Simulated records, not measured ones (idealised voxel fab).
Presented below is a process module, voxel ribs on slabs.
180 nm wide, 5 nm square cells: that's cross-section cut.
Think of the cross-section as a grid of square cells. We describe it in bands, top to bottom, and each band covers one or more rows of those cells. In this notation a band is specified by the heights of its top and bottom, in that order and in nm, after which its materials appear from left to right, each paired with its width in nm. The word "throughout" attached to a single material means that material fills the band from edge to edge; the word "air" stands for empty space. Counting heights begins at 0, where everything beneath is, in the wafer as received, one material. The lowest band has no bottom; it goes on downwards, as "0 down" shows. Width "30 to 40": first value at the band's top row of cells, second value at its bottom row, equal change from row to row. Where the words "no alterations made" appear for a step, the cross-section shows no cell changed by that step; every cell remained as before. The entry "Fully sealed voids" lists the empty spaces that cover at least 8 cells and have no open path to the top. Each is written as width x height at distance, where the distance is measured from the left edge and all three values are in nm. It should be noted that, on the line of a given step, the content following the step's settings is a remark produced by the simulator itself with respect to that step. overlay nm: step with mask; distance mask lay right of planned place; negative value = left of planned place.
PROCESS STEPS FORESEEN IN THE PLAN
1) RECEIVE: material Si
2) DIRECTIONAL_DEP: material SiO2, thk nm 20
3) DIRECTIONAL_DEP: material SiN, thk nm 15
4) DIRECTIONAL_DEP: material aC, thk nm 15
5) PATTERN: tone cover, mask id RIB, material resist, width nm 20, thk nm 35, overlay nm -15
6) DIRECTIONAL_ETCH: etch materials aC, depth nm 15
7) STRIP: etch materials resist
8) DIRECTIONAL_ETCH: etch materials SiN, depth nm 5
9) STRIP: etch materials aC
10) DIRECTIONAL_DEP: material aC, thk nm 10
11) PATTERN: tone cover, mask id SLAB, material resist, width nm 60, thk nm 30, overlay nm 0
12) DIRECTIONAL_ETCH: etch materials aC, depth nm 10
13) STRIP: etch materials resist
14) DIRECTIONAL_ETCH: etch materials SiN, depth nm 10
15) STRIP: etch materials aC
16) FILL_DEP: material SiO2, thk nm 20
17) CMP: height nm 50
18) DIRECTIONAL_DEP: material TiN, thk nm 10
19) DIRECTIONAL_DEP: material aC, thk nm 15
20) PATTERN: tone cover, mask id HEATER, material resist, width nm 30, thk nm 35, overlay nm 0
21) DIRECTIONAL_ETCH: etch materials aC, depth nm 15
22) STRIP: etch materials resist
23) DIRECTIONAL_ETCH: etch materials TiN, depth nm 10
24) STRIP: etch materials aC
25) CONFORMAL_DEP: material SiO2, thk nm 10
Be aware that, although all wafers share a common starting state, the overlay nm at step 5 differs among them, and the plan displays the first wafer's value.
CROSS-SECTION OF THE FIRST OF SEVERAL RECEIVED WAFERS, SHOWING ITS STATE AFTER STEP 1
- 0 down: Si throughout
- Fully sealed voids: none
TABULATED BELOW, WAFER BY WAFER, ARE THE END-OF-MODULE RESULTS: FOR EACH MATERIAL, THE NUMBER OF CELLS GAINED (+) OR LOST (-) RELATIVE TO THE AS-RECEIVED STATE, FOLLOWED BY THE CLOSED VOIDS
overlay nm -15; +28 SiN; +412 SiO2; +12 TiN; Fully sealed voids: none
overlay nm -10; +28 SiN; +412 SiO2; +12 TiN; Fully sealed voids: none
overlay nm -5; +28 SiN; +412 SiO2; +12 TiN; Fully sealed voids: none
overlay nm 0; +28 SiN; +412 SiO2; +12 TiN; Fully sealed voids: none
overlay nm 5; +28 SiN; +412 SiO2; +12 TiN; Fully sealed voids: none
overlay nm 10; +28 SiN; +412 SiO2; +12 TiN; Fully sealed voids: none
overlay nm 15; +28 SiN; +412 SiO2; +12 TiN; Fully sealed voids: none
